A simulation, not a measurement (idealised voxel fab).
Documented hereafter: the process module known as voxel trench capacitor.
Pictured: cross-section cut, 295 nm wide, on a grid of 5 nm square cells.
Cross-sections here: square-cell grids, written as top-down lists of bands, a band being one or more rows of cells.
A band entry consists of two parts. The first gives the height of the band's top and the height of its bottom, in nm. The rest lists the band's materials from left to right, each with its width in nm. A single material labelled with the word "all across" fills the band from edge to edge, and the word "empty" marks empty space.
For the purposes of this specification, 0 denotes the height below which the wafer in its as-received condition is composed wholly of one material, and the lowermost band, lacking a lower limit, extends downward without end, as expressed in "z 0 and below".
A width given as "30 to 40" starts at the first number in the band's top row and ends at the second number in its bottom row, shifting by an equal amount at every step from row to row.
"remains unaltered" after a step means that no cell of the cross-section changed.
"Voids, sealed": sealed empty spaces, 8 cells or more, no open way to top, listed width x height at distance, with distance from the left edge and width, height and distance in nm.
Past the settings on a step's line: simulator remark, on that step.
A step's line can hold "overlay nm"; with a mask on that step, the setting says how far right of the planned place the mask lay, while a negative setting says it lay to the left.
-- The steps planned for the process are as follows
1) RECEIVE (material Si)
2) CONFORMAL_DEP (material SiN; thk nm 10)
3) DIRECTIONAL_DEP (material aC; thk nm 10)
4) PATTERN (tone open; mask id TRENCH; material resist; width nm 20; pitch nm 50; thk nm 30; overlay nm 0)
5) DIRECTIONAL_ETCH (etch materials aC; depth nm 10)
6) STRIP (etch materials resist)
7) DIRECTIONAL_ETCH (etch materials SiN; depth nm 10)
8) DIRECTIONAL_ETCH (etch materials Si; depth nm 35)
9) STRIP (etch materials aC)
10) CONFORMAL_DEP (material Al2O3; thk nm 5)
11) FILL_DEP (material polySi; thk nm 5)
12) CMP (height nm 10)
-- The first of a set of two wafers, run to plan
-- As received (post step 1): cross-section
- z 0 and below | Si all across
- Voids, sealed: none
-- Step 2 done - wafer cross-section
- z 10 to 0 | SiN all across
- Heights below 0 show no change.
-- Step 3 done - wafer cross-section
- z 20 to 10 | aC all across
- Heights below 10 show no change.
-- Step 4 done - wafer cross-section
- z 50 to 20 | 60 resist  20 empty  30 resist  20 empty  30 resist  20 empty  30 resist  20 empty  65 resist
- Heights below 20 show no change.
-- Step 5 done - wafer cross-section
- z 40 to 20 | 60 resist  20 empty  30 resist  20 empty  30 resist  20 empty  30 resist  20 empty  65 resist
- z 20 to 10 | 60 aC  20 empty  30 aC  20 empty  30 aC  20 empty  30 aC  20 empty  65 aC
- Heights below 10 show no change.
-- Step 6 done - wafer cross-section
- z 20 to 10 | 60 aC  20 empty  30 aC  20 empty  30 aC  20 empty  30 aC  20 empty  65 aC
- Heights below 10 show no change.
-- Step 7 done - wafer cross-section
- z 20 to 10 | 60 aC  20 empty  30 aC  20 empty  30 aC  20 empty  30 aC  20 empty  65 aC
- z 10 to 0 | 60 SiN  20 empty  30 SiN  20 empty  30 SiN  20 empty  30 SiN  20 empty  65 SiN
- Heights below 0 show no change.
-- Step 8 done - wafer cross-section
- z 20 to 10 | 60 aC  20 empty  30 aC  20 empty  30 aC  20 empty  30 aC  20 empty  65 aC
- z 10 to 0 | 60 SiN  20 empty  30 SiN  20 empty  30 SiN  20 empty  30 SiN  20 empty  65 SiN
- z 0 to -35 | 60 Si  20 empty  30 Si  20 empty  30 Si  20 empty  30 Si  20 empty  65 Si
- Heights below -35 show no change.
-- Step 9 done - wafer cross-section
- z 10 to 0 | 60 SiN  20 empty  30 SiN  20 empty  30 SiN  20 empty  30 SiN  20 empty  65 SiN
- Heights below 0 show no change.
-- Step 10 done - wafer cross-section
- z 15 to 10 | 65 Al2O3  10 empty  40 Al2O3  10 empty  40 Al2O3  10 empty  40 Al2O3  10 empty  70 Al2O3
- z 10 to 0 | 60 SiN  5 Al2O3  10 empty  5 Al2O3  30 SiN  5 Al2O3  10 empty  5 Al2O3  30 SiN  5 Al2O3  10 empty  5 Al2O3  30 SiN  5 Al2O3  10 empty  5 Al2O3  65 SiN
- z 0 to -30 | 60 Si  5 Al2O3  10 empty  5 Al2O3  30 Si  5 Al2O3  10 empty  5 Al2O3  30 Si  5 Al2O3  10 empty  5 Al2O3  30 Si  5 Al2O3  10 empty  5 Al2O3  65 Si
- z -30 to -35 | 60 Si  20 Al2O3  30 Si  20 Al2O3  30 Si  20 Al2O3  30 Si  20 Al2O3  65 Si
- Heights below -35 show no change.
-- Step 11 done - wafer cross-section
- z 20 to 15 | polySi all across
- z 15 to 10 | 65 Al2O3  10 polySi  40 Al2O3  10 polySi  40 Al2O3  10 polySi  40 Al2O3  10 polySi  70 Al2O3
- z 10 to 0 | 60 SiN  5 Al2O3  10 polySi  5 Al2O3  30 SiN  5 Al2O3  10 polySi  5 Al2O3  30 SiN  5 Al2O3  10 polySi  5 Al2O3  30 SiN  5 Al2O3  10 polySi  5 Al2O3  65 SiN
- z 0 to -30 | 60 Si  5 Al2O3  10 polySi  5 Al2O3  30 Si  5 Al2O3  10 polySi  5 Al2O3  30 Si  5 Al2O3  10 polySi  5 Al2O3  30 Si  5 Al2O3  10 polySi  5 Al2O3  65 Si
- Heights below -30 show no change.
-- Step 12 done - wafer cross-section
- z 10 to 0 | 60 SiN  5 Al2O3  10 polySi  5 Al2O3  30 SiN  5 Al2O3  10 polySi  5 Al2O3  30 SiN  5 Al2O3  10 polySi  5 Al2O3  30 SiN  5 Al2O3  10 polySi  5 Al2O3  65 SiN
- Heights below 0 show no change.
-- Wafer two of two - same starting point, same process plan, one mistake in execution; matches wafer one up to and including step 7
-- X-section, second wafer, when step 8 was due to finish
- z 20 to 10 | 60 aC  20 empty  30 aC  20 empty  30 aC  20 empty  30 aC  20 empty  65 aC
- z 10 to 0 | 60 SiN  20 empty  30 SiN  20 empty  30 SiN  20 empty  30 SiN  20 empty  65 SiN
- z 0 to -30 | 60 Si  20 empty  30 Si  20 empty  30 Si  20 empty  30 Si  20 empty  65 Si
- Heights below -30 show no change.
-- X-section, second wafer, when step 9 was due to finish
- z 10 to 0 | 60 SiN  20 empty  30 SiN  20 empty  30 SiN  20 empty  30 SiN  20 empty  65 SiN
- Heights below 0 show no change.
-- X-section, second wafer, when step 10 was due to finish
- z 15 to 10 | 65 Al2O3  10 empty  40 Al2O3  10 empty  40 Al2O3  10 empty  40 Al2O3  10 empty  70 Al2O3
- z 10 to 0 | 60 SiN  5 Al2O3  10 empty  5 Al2O3  30 SiN  5 Al2O3  10 empty  5 Al2O3  30 SiN  5 Al2O3  10 empty  5 Al2O3  30 SiN  5 Al2O3  10 empty  5 Al2O3  65 SiN
- z 0 to -25 | 60 Si  5 Al2O3  10 empty  5 Al2O3  30 Si  5 Al2O3  10 empty  5 Al2O3  30 Si  5 Al2O3  10 empty  5 Al2O3  30 Si  5 Al2O3  10 empty  5 Al2O3  65 Si
- z -25 to -30 | 60 Si  20 Al2O3  30 Si  20 Al2O3  30 Si  20 Al2O3  30 Si  20 Al2O3  65 Si
- Heights below -30 show no change.
-- X-section, second wafer, when step 11 was due to finish
- z 20 to 15 | polySi all across
- z 15 to 10 | 65 Al2O3  10 polySi  40 Al2O3  10 polySi  40 Al2O3  10 polySi  40 Al2O3  10 polySi  70 Al2O3
- z 10 to 0 | 60 SiN  5 Al2O3  10 polySi  5 Al2O3  30 SiN  5 Al2O3  10 polySi  5 Al2O3  30 SiN  5 Al2O3  10 polySi  5 Al2O3  30 SiN  5 Al2O3  10 polySi  5 Al2O3  65 SiN
- z 0 to -25 | 60 Si  5 Al2O3  10 polySi  5 Al2O3  30 Si  5 Al2O3  10 polySi  5 Al2O3  30 Si  5 Al2O3  10 polySi  5 Al2O3  30 Si  5 Al2O3  10 polySi  5 Al2O3  65 Si
- Heights below -25 show no change.
-- X-section, second wafer, when step 12 was due to finish
- z 10 to 0 | 60 SiN  5 Al2O3  10 polySi  5 Al2O3  30 SiN  5 Al2O3  10 polySi  5 Al2O3  30 SiN  5 Al2O3  10 polySi  5 Al2O3  30 SiN  5 Al2O3  10 polySi  5 Al2O3  65 SiN
- Heights below 0 show no change.
Heads up, the wafer didn't run the way we planned it: step 8 ran differently from the plan; actual operation with settings: DIRECTIONAL_ETCH (etch materials Si; depth nm 30)
Final difference in cells, second wafer against first, listed per material as more or fewer: Al2O3: 8 fewer | Si: 16 more | polySi: 8 fewer
